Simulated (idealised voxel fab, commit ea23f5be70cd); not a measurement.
The document below concerns the process module designated voxel self aligned vias.
This is section cut - it's 280 nm across, gridded in 5 nm square cells.
Bands, listed from the top down, are how a cross-section gets written in this document; the cross-section itself is a grid of square cells, and a band is one or more rows of them. Per band: top height and bottom height in nm, followed by the left-to-right materials and their widths in nm; "edge to edge" marks a single material spanning edge to edge, "blank" marks empty space. Note: height 0 marks the level under which the wafer is uniformly one material as received. Lowest band unbounded below, written "z 0 and below". Top row gets the first number, bottom row gets the second, and each row in between changes by the same step: that is how a band width like "30..40" works. The cross-section has no changed cell in any step marked "no modification". "Sealed voids" contains a list of empty spaces, each no smaller than 8 cells and without an open way to the top, written in the form width x height at distance with the distance from the left edge and all three in nm. Post-settings text on a step line: simulator's own remark regarding the step. The "overlay nm" setting may appear on a step's line; for a step that uses a mask, it gives how far to the right of its planned position the mask lay, and a negative value indicates the left.
[The following list gives the planned process steps]
- 1: op RECEIVE | material Si
- 2: op CONFORMAL_DEP | material SiO2 | thk nm 15
- 3: op CONFORMAL_DEP | material SiCN | thk nm 5
- 4: op DIRECTIONAL_DEP | material lowk | thk nm 30
- 5: op MASKED_ETCH | tone open | mask id LINES | width nm 20 | pitch nm 75 | etch materials lowk | depth nm 30 | overlay nm 0
- 6: op CONFORMAL_DEP | material TiN | thk nm 5
- 7: op FILL_DEP | material W | thk nm 10
- 8: op CMP | height nm 50
- 9: op SELECTIVE_ETCH | etch materials W Ru TiN | depth nm 10
- 10: op FILL_DEP | material SiN | thk nm 10
- 11: op CMP | height nm 50
- 12: op DIRECTIONAL_DEP | material lowk | thk nm 20
- 13: op MASKED_ETCH | tone open | mask id VIAS | width nm 50 | etch materials lowk | depth nm 20 | overlay nm 0
- 14: op MASKED_ETCH | tone open | mask id VIAS | width nm 50 | etch materials SiN | depth nm 10 | overlay nm 0
- 15: op CONFORMAL_DEP | material TiN | thk nm 5
- 16: op FILL_DEP | material Ru | thk nm 5
- 17: op CMP | height nm 70
- 18: op CONFORMAL_DEP | material SiN | thk nm 5
The plan's step 5 width nm is the first wafer's value; the wafers differ in this setting and start identical.
[As-received cross-section, first of several wafers, post step 1]
z 0 and below  Si edge to edge
Sealed voids: none
[Depicted here is the first of several wafers in cross-section, at module completion following the last step, step 18]
z 75 to 70  SiN edge to edge
z 70 to 55  lowk 75 nm; TiN 5 nm; Ru 40 nm; TiN 5 nm; lowk 155 nm
z 55 to 50  lowk 75 nm; TiN 20 nm; Ru 10 nm; TiN 20 nm; lowk 155 nm
z 50 to 45  lowk 90 nm; TiN 5 nm; Ru 10 nm; TiN 5 nm; lowk 55 nm; SiN 20 nm; lowk 95 nm
z 45 to 40  lowk 90 nm; TiN 20 nm; lowk 55 nm; SiN 20 nm; lowk 95 nm
z 40 to 25  lowk 90 nm; TiN 5 nm; W 10 nm; TiN 5 nm; lowk 55 nm; TiN 5 nm; W 10 nm; TiN 5 nm; lowk 95 nm
z 25 to 20  lowk 90 nm; TiN 20 nm; lowk 55 nm; TiN 20 nm; lowk 95 nm
z 20 to 15  SiCN edge to edge
z 15 to 0  SiO2 edge to edge
z 0 and below  Si edge to edge
Sealed voids: none
[The last wafer as seen in cross-section at the end of the module]
z 75 to 70  SiN edge to edge
z 70 to 55  lowk 75 nm; TiN 5 nm; Ru 40 nm; TiN 5 nm; lowk 155 nm
z 55 to 50  lowk 75 nm; TiN 10 nm; Ru 35 nm; TiN 5 nm; lowk 155 nm
z 50 to 45  lowk 80 nm; TiN 5 nm; Ru 35 nm; TiN 5 nm; lowk 30 nm; SiN 45 nm; lowk 80 nm
z 45 to 40  lowk 80 nm; TiN 45 nm; lowk 30 nm; SiN 45 nm; lowk 80 nm
z 40 to 25  lowk 80 nm; TiN 5 nm; W 35 nm; TiN 5 nm; lowk 30 nm; TiN 5 nm; W 35 nm; TiN 5 nm; lowk 80 nm
z 25 to 20  lowk 80 nm; TiN 45 nm; lowk 30 nm; TiN 45 nm; lowk 80 nm
z 20 to 15  SiCN edge to edge
z 15 to 0  SiO2 edge to edge
z 0 and below  Si edge to edge
Sealed voids: none
[Take any row and you have a wafer at the end of the module: how many cells of each material it has gained (+) or lost (-) since it was received, and then its closed voids]
width nm 20, +28 Ru, +56 SiCN, +64 SiN, +168 SiO2, +40 TiN, +12 W, +472 lowk, Sealed voids: none
width nm 25, +30 Ru, +56 SiCN, +66 SiN, +168 SiO2, +42 TiN, +18 W, +460 lowk, Sealed voids: none
width nm 30, +32 Ru, +56 SiCN, +68 SiN, +168 SiO2, +44 TiN, +24 W, +448 lowk, Sealed voids: none
width nm 35, +34 Ru, +56 SiCN, +70 SiN, +168 SiO2, +46 TiN, +30 W, +436 lowk, Sealed voids: none
width nm 40, +36 Ru, +56 SiCN, +72 SiN, +168 SiO2, +48 TiN, +36 W, +424 lowk, Sealed voids: none
width nm 45, +38 Ru, +56 SiCN, +74 SiN, +168 SiO2, +50 TiN, +42 W, +412 lowk, Sealed voids: none
